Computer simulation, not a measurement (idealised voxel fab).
Process module in this document: voxel gate over fins
Cross-section cut: width 285 nm, square cells of 5 nm.
If you're reading a cross-section in this doc, picture square cells in a grid; it comes to you as bands, top ones listed first down to the bottom, and a band can be one or more rows of cells.
For a band, the entry starts with two heights in nm, that of the top and then that of the bottom, and carries on with the band's materials in order from left to right, each alongside its width in nm; the word "all across" beside a single material means it fills the band edge to edge, and "blank" means empty space.
Zero point of the height axis is 0; under it, received wafer = one material. Lowest band: continues down indefinitely, "0..down".
Quick explanation for "30..40": the width changes in equal steps down the rows of cells, from the first number in the band's top row to the second number in its bottom row.
The designation "stayed the same", where it is given for a processing step, indicates that no cell of the cross-section was altered in the course of that step.
"Sealed internal voids" enumerates empty spaces isolated from the top, with no open way to it, that contain at least 8 cells, giving each as width x height at distance from the left edge, all three in nm.
Formally, on a step line, whatever follows the settings is a remark that the simulator itself makes on the step.
overlay nm: right-of-plan distance of the mask on a masked step; negative values mean left-of-plan.

# Intended process steps
1. RECEIVE [material Si]
2. CONFORMAL_DEP [material SiN] [thk nm 5]
3. DIRECTIONAL_DEP [material aC] [thk nm 15]
4. PATTERN [tone cover] [mask id FINS] [material resist] [width nm 15] [pitch nm 50] [thk nm 30] [overlay nm 0]
5. DIRECTIONAL_ETCH [etch materials aC] [depth nm 15]
6. STRIP [etch materials resist]
7. DIRECTIONAL_ETCH [etch materials SiN] [depth nm 5]
8. DIRECTIONAL_ETCH [etch materials Si] [depth nm 40]
9. STRIP [etch materials aC]
10. FILL_DEP [material SiO2] [thk nm 10]
11. CMP [height nm 5]
12. DIRECTIONAL_DEP [material aC] [thk nm 15]
13. PATTERN [tone open] [mask id RAIL] [material resist] [width nm 15] [thk nm 35] [overlay nm 0]
14. DIRECTIONAL_ETCH [etch materials aC] [depth nm 15]
15. STRIP [etch materials resist]
16. DIRECTIONAL_ETCH [etch materials SiO2] [depth nm 40]
17. STRIP [etch materials aC]
18. CONFORMAL_DEP [material TiN] [thk nm 5]
19. FILL_DEP [material W] [thk nm 5]
20. CMP [height nm 5]
21. SELECTIVE_ETCH [etch materials W Ru TiN] [depth nm 20]
22. FILL_DEP [material SiO2] [thk nm 5]
23. CMP [height nm 5]
24. SELECTIVE_ETCH [etch materials SiO2] [depth nm 15]
25. STRIP [etch materials SiN]
26. CONFORMAL_DEP [material HfO2] [thk nm 5]
27. CONFORMAL_DEP [material TiN] [thk nm 5]
28. CONFORMAL_DEP [material TiAl] [thk nm 5]
29. CONFORMAL_DEP [material TiN] [thk nm 5]
30. FILL_DEP [material W] [thk nm 10]
31. CMP [height nm 25]
32. CONFORMAL_DEP [material SiN] [thk nm 10]

# Step 1 complete: cross-section of the wafer as received
* 0..down | Si all across
* Sealed internal voids: none

# Cross-section, end of module. Start: as above. Plan: as above. Execution: one mistake
* 35..25 | SiN all across
* 25..20 | W all across
* 20..15 | 65 of W  155 of TiN  65 of W
* 15..10 | 65 of W  5 of TiN  45 of TiAl  5 of TiN  45 of TiAl  5 of TiN  45 of TiAl  5 of TiN  65 of W
* 10..5 | 70 of TiN  5 of TiAl  35 of TiN  5 of TiAl  5 of TiN  5 of TiAl  35 of TiN  5 of TiAl  5 of TiN  5 of TiAl  35 of TiN  5 of TiAl  70 of TiN
* 5..0 | 75 of TiAl  5 of TiN  25 of HfO2  5 of TiN  15 of TiAl  5 of TiN  25 of HfO2  5 of TiN  15 of TiAl  5 of TiN  25 of HfO2  5 of TiN  75 of TiAl
* 0..-5 | 80 of TiN  5 of HfO2  15 of Si  5 of HfO2  25 of TiN  5 of HfO2  15 of Si  5 of HfO2  25 of TiN  5 of HfO2  15 of Si  5 of HfO2  80 of TiN
* -5..-10 | 85 of HfO2  15 of Si  35 of HfO2  15 of Si  35 of HfO2  15 of Si  85 of HfO2
* -10..-15 | 85 of SiO2  15 of Si  35 of SiO2  15 of Si  35 of SiO2  15 of Si  85 of SiO2
* -15..-30 | 85 of SiO2  15 of Si  10 of SiO2  5 of TiN  10 of W  5 of TiN  5 of SiO2  15 of Si  35 of SiO2  15 of Si  85 of SiO2
* -30..-35 | 85 of SiO2  15 of Si  10 of SiO2  20 of TiN  5 of SiO2  15 of Si  35 of SiO2  15 of Si  85 of SiO2
* -35..-40 | 85 of SiO2  15 of Si  35 of SiO2  15 of Si  35 of SiO2  15 of Si  85 of SiO2
* -40..down | Si all across
* Sealed internal voids: none
Deviation noted in wafer processing: step 13 changed vs plan, executed as PATTERN [tone open] [mask id RAIL] [material resist] [width nm 20] [thk nm 35] [overlay nm 0]
